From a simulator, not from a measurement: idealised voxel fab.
Proc. module: voxel double patterning
Xsec cut, 175 nm wide, square cell size 5 nm.
Cross-section format: a grid of square cells, given as bands from top to bottom; each band is one or more rows of cells.
In this notation a band is specified by the heights of its top and bottom, in that order and in nm, after which its materials appear from left to right, each paired with its width in nm. The word "full width" attached to a single material means that material fills the band from edge to edge; the word "blank" stands for empty space.
Heights are expressed relative to 0, this being the level below which the as-received wafer comprises one material exclusively. The lowest band is unbounded in the downward direction and is denoted as in "from 0 down".
So if you see something like "30..40" for the width, read it as the top row of the band sitting at the first number and the bottom row at the second, with every row in between moving by the same amount as the last.
"remained unchanged" after a step means that no cell of the cross-section changed.
The list in "Non-vented voids" covers empty spaces of 8 cells or more that cannot reach the top through any open way, and it gives each as width x height at distance; the distance is from the left edge, and width, height and distance are in nm.
It should be noted that, on the line of a given step, the content following the step's settings is a remark produced by the simulator itself with respect to that step.
overlay nm: for a step with a mask, the amount by which the mask lay right of where it was planned; a negative amount means left of it.

Here's what the planned process steps look like:
1,RECEIVE: material Si
2,CONFORMAL_DEP: material SiO2, thk nm 5
3,DIRECTIONAL_DEP: material W, thk nm 10
4,DIRECTIONAL_DEP: material SiCN, thk nm 10
5,DIRECTIONAL_DEP: material aC, thk nm 10
6,PATTERN: tone open, mask id FIRST, material resist, width nm 15, pitch nm 50, thk nm 30, overlay nm 0
7,DIRECTIONAL_ETCH: etch materials aC, depth nm 10
8,STRIP: etch materials resist
9,DIRECTIONAL_ETCH: etch materials SiCN, depth nm 10
10,STRIP: etch materials aC
11,PATTERN: tone open, mask id SECOND, material resist, width nm 15, thk nm 20, overlay nm 0
12,DIRECTIONAL_ETCH: etch materials SiCN, depth nm 10
13,STRIP: etch materials resist
14,DIRECTIONAL_ETCH: etch materials W, depth nm 10
15,STRIP: etch materials SiCN

As received, after step 1:
from 0 down: Si full width
Non-vented voids: none

The first of the two wafers as seen in cross-section once the module was finished; processing followed the plan:
from 15 to 5: W (55), blank (15), W (10), blank (15), W (10), blank (15), W (55)
from 5 to 0: SiO2 full width
from 0 down: Si full width
Non-vented voids: none

Now the second wafer, cross-sectioned at the end of the module. Nothing different at the start, nothing different in the plan compared with the first, just one mistake when it was actually run:
from 10 to 0: W (55), blank (15), W (10), blank (15), W (10), blank (15), W (55)
from 0 down: Si full width
Non-vented voids: none
Short version of what went wrong: the run left out plan step 2 entirely, so it was never executed
In the final state, the cell counts of the second wafer exceed or fall short of those of the first for the following materials: -35 SiO2
